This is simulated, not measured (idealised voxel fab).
Process module name: voxel ribs on slabs
This is section cut - it's 270 nm across, gridded in 5 nm square cells.
When this document writes out a cross-section, it uses a grid of square cells and lists it as bands, beginning at the top and moving down, with a band standing for one or more rows of cells.
Within each band entry, the heights of the top and of the bottom of the band appear first, in that order and in nm; the materials of the band then follow from left to right, each with its corresponding width in nm. The designation "full width" on a single material indicates that it fills the band from edge to edge; the designation "blank" indicates empty space.
It should be noted that heights are counted from 0, beneath which the wafer as supplied is of one material throughout, and that the lowest band possesses no lower boundary but continues downward, as written in "0 and below".
Width: "30 to 40" (first number = top row, second number = bottom row, same change from row to row of cells).
"stayed the same" (step): cross-section cells unchanged, all of them.
Any empty space of 8 cells or more lacking an open way to the top shows up in "Closed void register" as width x height at distance, distance from the left edge, in nm.
What comes after the settings on a step's line is commentary from the simulator itself on that step.
The "overlay nm" setting may appear on a step's line; for a step that uses a mask, it gives how far to the right of its planned position the mask lay, and a negative value indicates the left.
[These are the steps we planned for the process]
step 1: RECEIVE, material Si
step 2: DIRECTIONAL_DEP, material SiO2, thk nm 25
step 3: DIRECTIONAL_DEP, material SiN, thk nm 20
step 4: DIRECTIONAL_DEP, material aC, thk nm 15
step 5: PATTERN, tone cover, mask id RIB, material resist, width nm 15, thk nm 35, overlay nm 0
step 6: DIRECTIONAL_ETCH, etch materials aC, depth nm 15
step 7: STRIP, etch materials resist
step 8: DIRECTIONAL_ETCH, etch materials SiN, depth nm 5
step 9: STRIP, etch materials aC
step 10: MASKED_ETCH, tone cover, mask id SLAB, width nm 55, etch materials SiN, depth nm 15, overlay nm 0
step 11: FILL_DEP, material SiO2, thk nm 15
step 12: CMP, height nm 55
step 13: DIRECTIONAL_DEP, material W, thk nm 10
step 14: PATTERN, tone cover, mask id HEATER, material resist, width nm 25, thk nm 15, overlay nm 0
step 15: DIRECTIONAL_ETCH, etch materials W, depth nm 10
step 16: STRIP, etch materials resist
step 17: CONFORMAL_DEP, material SiN, thk nm 5
[Received-state cross-section, reflecting completion of step 1]
> 0 and below  Si full width
> Closed void register: none
[End-of-module cross-section of the first of two wafers, processed as planned]
> 70 down to 65  115 blank / 35 SiN / 120 blank
> 65 down to 60  115 blank / 5 SiN / 25 W / 5 SiN / 120 blank
> 60 down to 55  120 SiN / 25 W / 125 SiN
> 55 down to 45  SiO2 full width
> 45 down to 40  125 SiO2 / 15 SiN / 130 SiO2
> 40 down to 25  105 SiO2 / 55 SiN / 110 SiO2
> 25 down to 0  SiO2 full width
> 0 and below  Si full width
> Closed void register: none
[Cross-section of the latter of the two wafers at module completion. It had an identical start and an identical plan to the former; in running it, one mistake was made]
> 70 down to 65  115 blank / 35 SiN / 120 blank
> 65 down to 60  115 blank / 5 SiN / 25 W / 5 SiN / 120 blank
> 60 down to 55  120 SiN / 25 W / 125 SiN
> 55 down to 50  105 SiO2 / 55 SiN / 110 SiO2
> 50 down to 0  SiO2 full width
> 0 and below  Si full width
> Closed void register: none
Finding, execution versus plan: step 2 was run twice
Count the cells at the end and the second wafer has more or fewer of some materials than the first: 25 fewer of SiN; 25 more of SiO2
